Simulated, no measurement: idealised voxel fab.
Title: Process Module voxel double patterning
Square cells of 5 nm make up the cross-section cut, whose width is 190 nm.
How to read a cross-section here: the picture is a grid of square cells, written as bands going from the top down, and any band can span one or more rows of cells.
Top, bottom (nm), then materials left to right with widths (nm); lone material tagged "throughout" fills the whole band edge to edge; "air" = empty space.
Height is counted from the level 0, under which the received wafer is composed throughout of one material. The lowest of the bands is not closed at the bottom but continues downward, in the notation "0 down".
Per-row width for "30->40": begins at first number (top row of band), ends at second number (bottom row), increment between rows held constant.
Reading "nothing different" for a step: not a cell of the cross-section changed in it.
Basically, "Enclosed internal voids" tells you about the enclosed voids: empty spaces with no open way to the top, 8 cells or bigger, each written width x height at distance, where distance is from the left edge, all in nm.
Whatever follows a step's settings on its line is a remark the simulator itself makes about that step.
A step line may carry the setting "overlay nm", which, for steps involving a mask, states the distance by which the mask lay to the right of its intended position; negative values denote displacement to the left.
[The planned process steps are enumerated hereunder]
1) RECEIVE [material Si]
2) CONFORMAL_DEP [material SiO2] [thk nm 5]
3) DIRECTIONAL_DEP [material TiN] [thk nm 10]
4) DIRECTIONAL_DEP [material SiN] [thk nm 10]
5) DIRECTIONAL_DEP [material aC] [thk nm 15]
6) PATTERN [tone open] [mask id FIRST] [material resist] [width nm 15] [pitch nm 50] [thk nm 30] [overlay nm 0]
7) DIRECTIONAL_ETCH [etch materials aC] [depth nm 15]
8) STRIP [etch materials resist]
9) DIRECTIONAL_ETCH [etch materials SiN] [depth nm 10]
10) STRIP [etch materials aC]
11) DIRECTIONAL_DEP [material aC] [thk nm 15]
12) PATTERN [tone open] [mask id SECOND] [material resist] [width nm 15] [thk nm 30] [overlay nm 0]
13) DIRECTIONAL_ETCH [etch materials aC] [depth nm 15]
14) STRIP [etch materials resist]
15) DIRECTIONAL_ETCH [etch materials SiN] [depth nm 10]
16) STRIP [etch materials aC]
17) DIRECTIONAL_ETCH [etch materials TiN] [depth nm 10]
18) STRIP [etch materials SiN]
[Wafer at receipt (post step 1), cross-section]
- 0 down | Si throughout
- Enclosed internal voids: none
[The first of the two wafers as seen in cross-section once the module was finished; processing followed the plan]
- 15 to 5 | TiN 60 nm  air 15 nm  TiN 10 nm  air 15 nm  TiN 10 nm  air 15 nm  TiN 65 nm
- 5 to 0 | SiO2 throughout
- 0 down | Si throughout
- Enclosed internal voids: none
[This is the second of the two wafers, cross-sectioned at the end of the module; it started exactly like the first and was given the same plan, but it was run with one mistake]
- 15 to 5 | TiN 60 nm  air 15 nm  TiN 15 nm  air 15 nm  TiN 5 nm  air 15 nm  TiN 65 nm
- 5 to 0 | SiO2 throughout
- 0 down | Si throughout
- Enclosed internal voids: none
Deviation noted in wafer processing: step 12: run off-plan, actual operation and settings PATTERN [tone open] [mask id SECOND] [material resist] [width nm 15] [thk nm 30] [overlay nm 5]
Heads up: at the end the two wafers have identical cell counts per material, they're just laid out differently.
